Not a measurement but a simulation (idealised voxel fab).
The document below concerns the process module designated voxel spacer lines.
Displayed cross-section: cut, width of 245 nm, square cells sized 5 nm.
A cross-section is written here as square cells arranged in a grid, and it is given in bands from the top down, each band taking up one or more rows of cells. Quick guide to a band line: top height, bottom height (nm) up front; then every material left to right with its width in nm. Only one material and it's marked "full width"? Then it fills the band edge to edge. And "empty" just means empty space. Height 0 is the level under which the wafer as received is all one material. The lowest band goes on downwards, as in "from 0 down". Top row gets the first number, bottom row gets the second, and each row in between changes by the same step: that is how a band width like "30 to 40" works. The cross-section has no changed cell in any step marked "nothing altered". The entry "Closed empty spaces" lists the empty spaces that cover at least 8 cells and have no open path to the top. Each is written as width x height at distance, where the distance is measured from the left edge and all three values are in nm. On a step's line, text after the settings is the simulator commenting on that step. Among the settings permitted on a step's line is "overlay nm"; applied to a step with a mask, it specifies the extent to which the mask lay to the right of its planned position, whereas a negative figure signifies a position to the left.

Here's what the planned process steps look like
step 1: RECEIVE | material Si
step 2: CONFORMAL_DEP | material Al2O3 | thk nm 5
step 3: DIRECTIONAL_DEP | material TiN | thk nm 10
step 4: DIRECTIONAL_DEP | material aC | thk nm 25
step 5: PATTERN | tone cover | mask id MANDREL | material resist | width nm 20 | pitch nm 60 | thk nm 30 | overlay nm 0
step 6: DIRECTIONAL_ETCH | etch materials aC | depth nm 25
step 7: STRIP | etch materials resist
step 8: CONFORMAL_DEP | material SiO2 | thk nm 10
step 9: DIRECTIONAL_ETCH | etch materials SiO2 | depth nm 10
step 10: STRIP | etch materials aC
step 11: DIRECTIONAL_ETCH | etch materials TiN | depth nm 10
step 12: STRIP | etch materials SiO2
step 13: FILL_DEP | material lowk | thk nm 5
step 14: CMP | height nm 15

Cross-section of the wafer upon arrival, representing the state reached after step 1
  from 0 down | Si full width
  Closed empty spaces: none

Final wafer profile in cross-section after the module, from the same start and plan as above, with one mistake made during processing
  from 15 to 10 | lowk full width
  from 10 to 0 | 70 lowk; 10 TiN; 20 lowk; 10 TiN; 20 lowk; 10 TiN; 20 lowk; 10 TiN; 75 lowk
  from 0 down | Si full width
  Closed empty spaces: none
So what did we get wrong on this run? step 2 of the plan was excluded from execution and never run
